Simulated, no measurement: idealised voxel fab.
voxel self aligned contacts: a process module
FYI the section here is cut, 195 nm wide, cells are 5 nm squares.
Notation: cross-section as square-cell grid; stated in bands, top first, going down; one or more cell rows per band. Basically the band line says how high the top is and how high the bottom is, in nm, and then what's in it from left to right, every material with its width in nm. Empty space shows up as "air", and if a single material carries "full width" it runs the full band edge to edge. Heads up on the height convention: 0 is the point under which the incoming wafer is all one material, and the lowest band has no bottom, it just keeps going down, like "0 nm and below". With a width like "30..40", each row of cells in the band differs from the next by the same amount, the top row carrying the first number and the bottom row the second. For the purposes of this document, the phrase "no alterations made" attached to a step denotes that no cell within the cross-section was modified by that step. Entry "Enclosed internal cavities". Content: empty spaces with no open connection to the top, size 8 cells or greater. Each: width x height at distance. Distance: from left edge. Unit: nm. Read whatever lies past the settings on a step's line as the simulator's own remark about the step. Regarding "overlay nm": on a step with a mask, it is the distance the mask lay to the right of its planned place; a negative value places it to the left.
### Below is the list of planned process steps
1,RECEIVE: material Si
2,CONFORMAL_DEP: material SiO2, thk nm 5
3,DIRECTIONAL_DEP: material polySi, thk nm 20
4,DIRECTIONAL_DEP: material SiN, thk nm 15
5,PATTERN: tone cover, mask id GATE, material resist, width nm 30, pitch nm 65, thk nm 15, overlay nm 0
6,DIRECTIONAL_ETCH: etch materials SiN, depth nm 15
7,DIRECTIONAL_ETCH: etch materials polySi, depth nm 20
8,STRIP: etch materials resist
9,CONFORMAL_DEP: material SiN, thk nm 5
10,DIRECTIONAL_ETCH: etch materials SiN, depth nm 5
11,FILL_DEP: material SiO2, thk nm 15
12,CMP: height nm 50
13,PATTERN: tone open, mask id CONTACT, material resist, width nm 45, thk nm 20, overlay nm 0
14,DIRECTIONAL_ETCH: etch materials SiO2, depth nm 50
15,STRIP: etch materials resist
16,CONFORMAL_DEP: material TiN, thk nm 5
17,FILL_DEP: material Ru, thk nm 5
18,CMP: height nm 50
19,CONFORMAL_DEP: material SiCN, thk nm 5
### Delivered wafer in cross-section: state after step 1
    0 nm and below | Si full width
    Enclosed internal cavities: none
### Cross-section, end of module. Start: as above. Plan: as above. Execution: one mistake
    55 nm to 50 nm | SiCN full width
    50 nm to 40 nm | SiO2 (75) / TiN (5..25) / Ru (35..15) / TiN (5) / SiO2 (75)
    40 nm to 25 nm | SiO2 (55) / SiN (40) / TiN (5) / Ru (15) / TiN (5) / SiN (40) / SiO2 (35)
    25 nm to 5 nm | SiO2 (55) / SiN (5) / polySi (30) / SiN (5) / TiN (5) / Ru (15) / TiN (5) / SiN (5) / polySi (30) / SiN (5) / SiO2 (35)
    5 nm to 0 nm | SiO2 (95) / TiN (25) / SiO2 (75)
    0 nm and below | Si full width
    Enclosed internal cavities: none
So what did we get wrong on this run? it should be noted that step 5 was executed with settings other than those planned, the operation and settings actually applied being PATTERN: tone cover, mask id GATE, material resist, width nm 30, pitch nm 65, thk nm 15, overlay nm 10
